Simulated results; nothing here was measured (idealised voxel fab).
process module | voxel transistor to metal
cross-section cut | 300 nm wide | cells 5 nm
A cross-section is a grid of square cells, given in bands from the top down. A band is one or more rows of cells.
Each band's line starts with the height of the band's top and of its bottom, in nm. Then come its materials from left to right, each with its width in nm. One material with "throughout" fills the band from edge to edge. "air" is empty space.
Height 0 is the level under which the wafer as received is all one material. The lowest band goes on downwards, as in "0 down".
A width such as "30 to 40" changes by the same amount from each row of cells to the next, from the band's top row to its bottom row.
"no change" after a step means that no cell of the cross-section changed.
closed voids: empty space of 8 cells or more with no open way to the top, each as width x height at its distance from the left edge, in nm
after a step's settings: what the simulator itself notes on the step
overlay nm, on a step with a mask: how far to the right of its planned place the mask lay; to the left if negative
plan
1 op RECEIVE | material Si
2 op OXIDIZE | depth nm 5
3 op CONFORMAL_DEP | material SiN | thk nm 10
4 op MASKED_ETCH | tone cover | mask id ACTIVE | width nm 110 | pitch nm 140 | etch materials SiN | depth nm 10 | overlay nm 0
5 op MASKED_ETCH | tone cover | mask id ACTIVE | width nm 110 | pitch nm 140 | etch materials SiO2 | depth nm 5 | overlay nm 0
6 op MASKED_ETCH | tone cover | mask id ACTIVE | width nm 110 | pitch nm 140 | etch materials Si | depth nm 35 | overlay nm 0
7 op FILL_DEP | material SiO2 | thk nm 15
8 op CMP | height nm 10
9 op SELECTIVE_ETCH | etch materials SiO2 | depth nm 10
10 op STRIP | etch materials SiN
11 op SELECTIVE_ETCH | etch materials SiO2 | depth nm 5
12 op OXIDIZE | depth nm 5
13 op DIRECTIONAL_DEP | material polySi | thk nm 30
14 op DIRECTIONAL_DEP | material SiCN | thk nm 15
15 op PATTERN | tone cover | mask id GATE | material resist | width nm 20 | pitch nm 140 | thk nm 15 | overlay nm 0
16 op DIRECTIONAL_ETCH | etch materials SiCN | depth nm 25
17 op DIRECTIONAL_ETCH | etch materials polySi | depth nm 40
18 op STRIP | etch materials resist
19 op CONFORMAL_DEP | material SiO2 | thk nm 5
20 op DIRECTIONAL_ETCH | etch materials SiO2 | depth nm 5
21 op CONFORMAL_DEP | material SiN | thk nm 5
22 op DIRECTIONAL_ETCH | etch materials SiN | depth nm 5
23 op DIRECTIONAL_ETCH | etch materials SiO2 | depth nm 5
24 op DIRECTIONAL_ETCH | etch materials Si | depth nm 15
25 op EPI | material pSi | thk nm 15
26 op FILL_DEP | material SiO2 | thk nm 5
27 op CMP | height nm 40
28 op DIRECTIONAL_DEP | material SiO2 | thk nm 10
29 op MASKED_ETCH | tone open | mask id CONTACT | width nm 20 | pitch nm 70 | etch materials SiO2 | depth nm 60 | overlay nm 0
30 op CONFORMAL_DEP | material TiN | thk nm 5
31 op FILL_DEP | material W | thk nm 5
32 op CMP | height nm 50
33 op CONFORMAL_DEP | material SiCN | thk nm 5
34 op DIRECTIONAL_DEP | material SiO2 | thk nm 25
35 op MASKED_ETCH | tone open | mask id METAL_1 | width nm 20 | pitch nm 70 | etch materials SiO2 | depth nm 25 | overlay nm 0
36 op MASKED_ETCH | tone open | mask id METAL_1 | width nm 20 | pitch nm 70 | etch materials SiCN | depth nm 5 | overlay nm 0
37 op CONFORMAL_DEP | material TiN | thk nm 5
38 op FILL_DEP | material Cu | thk nm 10
39 op CMP | height nm 80
40 op EPI | material Ru | thk nm 5
41 op FILL_DEP | material SiCN | thk nm 5
as received, after step 1
  0 down: Si throughout
  closed voids: none
first wafer at the end, as planned
  90 to 85: SiCN throughout
  85 to 80: SiCN 30 | Ru 30 | SiCN 40 | Ru 30 | SiCN 40 | Ru 30 | SiCN 40 | Ru 30 | SiCN 30
  80 to 55: SiO2 35 | TiN 5 | Cu 10 | TiN 5 | SiO2 50 | TiN 5 | Cu 10 | TiN 5 | SiO2 50 | TiN 5 | Cu 10 | TiN 5 | SiO2 50 | TiN 5 | Cu 10 | TiN 5 | SiO2 35
  55 to 50: SiCN 35 | TiN 20 | SiCN 50 | TiN 20 | SiCN 50 | TiN 20 | SiCN 50 | TiN 20 | SiCN 35
  50 to 40: SiO2 35 | TiN 5 | W 10 | TiN 5 | SiO2 50 | TiN 5 | W 10 | TiN 5 | SiO2 50 | TiN 5 | W 10 | TiN 5 | SiO2 50 | TiN 5 | W 10 | TiN 5 | SiO2 35
  40 to 25: SiO2 35 | TiN 5 | W 10 | TiN 5 | SiO2 5 | SiN 5 | SiO2 5 | SiCN 20 | SiO2 5 | SiN 5 | SiO2 5 | TiN 5 | W 10 | TiN 5 | SiO2 50 | TiN 5 | W 10 | TiN 5 | SiO2 5 | SiN 5 | SiO2 5 | SiCN 20 | SiO2 5 | SiN 5 | SiO2 5 | TiN 5 | W 10 | TiN 5 | SiO2 35
  25 to 10: SiO2 35 | TiN 5 | W 10 | TiN 5 | SiO2 5 | SiN 5 | SiO2 5 | polySi 20 | SiO2 5 | SiN 5 | SiO2 5 | TiN 5 | W 10 | TiN 5 | SiO2 50 | TiN 5 | W 10 | TiN 5 | SiO2 5 | SiN 5 | SiO2 5 | polySi 20 | SiO2 5 | SiN 5 | SiO2 5 | TiN 5 | W 10 | TiN 5 | SiO2 35
  10 to 5: SiO2 35 | TiN 20 | SiO2 5 | SiN 5 | SiO2 5 | polySi 20 | SiO2 5 | SiN 5 | SiO2 5 | TiN 20 | SiO2 50 | TiN 20 | SiO2 5 | SiN 5 | SiO2 5 | polySi 20 | SiO2 5 | SiN 5 | SiO2 5 | TiN 20 | SiO2 35
  5 to -5: SiO2 35 | TiN 10 | pSi 15 | SiN 5 | SiO2 5 | polySi 20 | SiO2 5 | SiN 5 | pSi 15 | TiN 10 | SiO2 50 | TiN 10 | pSi 15 | SiN 5 | SiO2 5 | polySi 20 | SiO2 5 | SiN 5 | pSi 15 | TiN 10 | SiO2 35
  -5 to -10: SiO2 35 | TiN 10 | pSi 15 | SiO2 40 | pSi 15 | TiN 10 | SiO2 50 | TiN 10 | pSi 15 | SiO2 40 | pSi 15 | TiN 10 | SiO2 35
  -10 to -25: SiO2 25 | pSi 35 | Si 40 | pSi 35 | SiO2 30 | pSi 35 | Si 40 | pSi 35 | SiO2 25
  -25 to -40: SiO2 25 | Si 110 | SiO2 30 | Si 110 | SiO2 25
  -40 down: Si throughout
  closed voids: none
second wafer at the end: like start, like plan, one mistake
  90 to 85: SiCN throughout
  85 to 80: SiCN 30 | Ru 30 | SiCN 40 | Ru 30 | SiCN 40 | Ru 30 | SiCN 40 | Ru 30 | SiCN 30
  80 to 55: SiO2 35 | TiN 5 | Cu 10 | TiN 5 | SiO2 50 | TiN 5 | Cu 10 | TiN 5 | SiO2 50 | TiN 5 | Cu 10 | TiN 5 | SiO2 50 | TiN 5 | Cu 10 | TiN 5 | SiO2 35
  55 to 50: SiCN 35 | TiN 20 | SiCN 50 | TiN 20 | SiCN 50 | TiN 20 | SiCN 50 | TiN 20 | SiCN 35
  50 to 40: SiO2 35 | TiN 5 | W 10 | TiN 5 | SiO2 50 | TiN 5 | W 10 | TiN 5 | SiO2 50 | TiN 5 | W 10 | TiN 5 | SiO2 50 | TiN 5 | W 10 | TiN 5 | SiO2 35
  40 to 25: SiO2 35 | TiN 5 | W 10 | TiN 5 | SiO2 15 | SiCN 20 | SiO2 15 | TiN 5 | W 10 | TiN 5 | SiO2 50 | TiN 5 | W 10 | TiN 5 | SiO2 15 | SiCN 20 | SiO2 15 | TiN 5 | W 10 | TiN 5 | SiO2 35
  25 to 10: SiO2 35 | TiN 5 | W 10 | TiN 5 | SiO2 15 | polySi 20 | SiO2 15 | TiN 5 | W 10 | TiN 5 | SiO2 50 | TiN 5 | W 10 | TiN 5 | SiO2 15 | polySi 20 | SiO2 15 | TiN 5 | W 10 | TiN 5 | SiO2 35
  10 to 5: SiO2 35 | TiN 5 | W 5 | TiN 10 | SiO2 15 | polySi 20 | SiO2 15 | TiN 10 | W 5 | TiN 5 | SiO2 50 | TiN 5 | W 5 | TiN 10 | SiO2 15 | polySi 20 | SiO2 15 | TiN 10 | W 5 | TiN 5 | SiO2 35
  5 to -5: SiO2 35 | TiN 5 | W 5 | TiN 5 | pSi 15 | SiO2 5 | polySi 20 | SiO2 5 | pSi 15 | TiN 5 | W 5 | TiN 5 | SiO2 50 | TiN 5 | W 5 | TiN 5 | pSi 15 | SiO2 5 | polySi 20 | SiO2 5 | pSi 15 | TiN 5 | W 5 | TiN 5 | SiO2 35
  -5 to -10: SiO2 35 | TiN 15 | pSi 15 | SiO2 30 | pSi 15 | TiN 15 | SiO2 50 | TiN 15 | pSi 15 | SiO2 30 | pSi 15 | TiN 15 | SiO2 35
  -10 to -25: SiO2 25 | pSi 40 | Si 30 | pSi 40 | SiO2 30 | pSi 40 | Si 30 | pSi 40 | SiO2 25
  -25 to -40: SiO2 25 | Si 110 | SiO2 30 | Si 110 | SiO2 25
  -40 down: Si throughout
  closed voids: none
what went wrong: step 21 was left out
at the end the second wafer has, in cells: 12 fewer of Si | 36 fewer of SiN | 24 more of SiO2 | 12 more of W | 12 more of pSi
